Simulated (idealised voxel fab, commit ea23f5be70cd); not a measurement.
A process module follows: voxel lift off.
Shown is cross-section cut, with a width of 295 nm and square cells of size 5 nm.
For the purposes of this document, a cross-section shall be understood as a grid of square cells, specified as bands listed in top-to-bottom order, each band consisting of one or more rows of cells.
Band: top and bottom heights (nm) first, top before bottom; then materials from left to right, widths in nm. "throughout" marks a sole material filling the band edge to edge. "empty" denotes empty space.
Zero point of the height axis is 0; under it, received wafer = one material. Lowest band: continues down indefinitely, "from 0 down".
The notation "30 to 40" denotes a width that varies across the rows of cells in the band, beginning at the first number in the top row, finishing at the second number in the bottom row, and changing by an identical amount from each row to the next.
No cell of the cross-section changed in a step that is given as "nothing was modified".
"Enclosed internal cavities": sealed empty spaces, 8 cells or more, no open way to top, listed width x height at distance, with distance from the left edge and width, height and distance in nm.
Where a step's line continues beyond its settings, the continuation is a remark by the simulator itself on that step.
What "overlay nm" on a step's line means: if the step has a mask, that mask lay this far to the right of its planned place, or, when the value is negative, to the left.

The process steps that were planned are listed below
1 RECEIVE: material Si
2 CONFORMAL_DEP: material Al2O3, thk nm 15
3 PATTERN: tone open, mask id LINES, material resist, width nm 30, pitch nm 55, thk nm 15, overlay nm 0
4 DIRECTIONAL_DEP: material Ru, thk nm 5
5 STRIP: etch materials resist
6 CONFORMAL_DEP: material SiO2, thk nm 10

So this is the incoming wafer in cross-section - it's already been through step 1
    from 0 down = Si throughout
    Enclosed internal cavities: none

Module complete, cross-section. Starting point and plan per above. One mistake made in running the module
    from 25 to 20 = 70 empty / 40 SiO2 / 15 empty / 40 SiO2 / 15 empty / 40 SiO2 / 75 empty
    from 20 to 15 = 75 SiO2 / 30 Ru / 25 SiO2 / 30 Ru / 25 SiO2 / 30 Ru / 80 SiO2
    from 15 to 0 = Al2O3 throughout
    from 0 down = Si throughout
    Enclosed internal cavities: none
What broke from the plan during processing? off-plan run, step 6, actual operation and settings CONFORMAL_DEP: material SiO2, thk nm 5
